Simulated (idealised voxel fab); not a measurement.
The following is a process module called voxel released beams.
Shown is cross-section cut, with a width of 235 nm and square cells of size 5 nm.
This document writes a cross-section as a grid whose cells are square, and gives it as bands, listed from the top down; one or more rows of cells form a band. Per band: top height and bottom height in nm, followed by the left-to-right materials and their widths in nm; "all across" marks a single material spanning edge to edge, "blank" marks empty space. Beneath 0, the wafer as received is one material, and that level is where height counting begins. The lowest band goes on downward without a bottom; it is written like "0 down". Note: "30..40" means the width goes from the first number (top row of the band) to the second number (bottom row) in equal steps per row of cells. For the purposes of this document, the phrase "identical to before" attached to a step denotes that no cell within the cross-section was modified by that step. Any empty space of 8 cells or more lacking an open way to the top shows up in "Sealed internal cavities" as width x height at distance, distance from the left edge, in nm. Anything after a step's settings on that line? It's the simulator's own note about the step. overlay nm: mask offset rightward from planned place, masked step; negative means leftward offset.
BELOW IS THE LIST OF PLANNED PROCESS STEPS
- 1: RECEIVE [material Si]
- 2: CONFORMAL_DEP [material Al2O3] [thk nm 5]
- 3: DIRECTIONAL_DEP [material SiO2] [thk nm 20]
- 4: MASKED_ETCH [tone open] [mask id ANCHOR] [width nm 25] [etch materials SiO2] [depth nm 20] [overlay nm 0]
- 5: CONFORMAL_DEP [material W] [thk nm 10]
- 6: DIRECTIONAL_DEP [material aC] [thk nm 10]
- 7: PATTERN [tone cover] [mask id BEAM] [material resist] [width nm 80] [thk nm 25] [overlay nm 0]
- 8: DIRECTIONAL_ETCH [etch materials aC] [depth nm 10]
- 9: STRIP [etch materials resist]
- 10: DIRECTIONAL_ETCH [etch materials W] [depth nm 10]
- 11: STRIP [etch materials aC]
- 12: STRIP [etch materials SiO2]
CROSS-SECTION OF THE WAFER AS IT CAME TO US, I.E., ALREADY THROUGH STEP 1
> 0 down: Si all across
> Sealed internal cavities: none
CROSS-SECTION, END OF MODULE. START: AS ABOVE. PLAN: AS ABOVE. EXECUTION: ONE MISTAKE
> 35 to 25: blank=75, W=25, blank=5, W=50, blank=80
> 25 to 15: blank=90, W=10, blank=5, W=10, blank=120
> 15 to 5: blank=90, W=25, blank=120
> 5 to 0: Al2O3 all across
> 0 down: Si all across
> Sealed internal cavities: none
Deviation from plan: step 4 was not run as planned; what actually ran was MASKED_ETCH [tone open] [mask id ANCHOR] [width nm 25] [etch materials SiO2] [depth nm 20] [overlay nm 10]
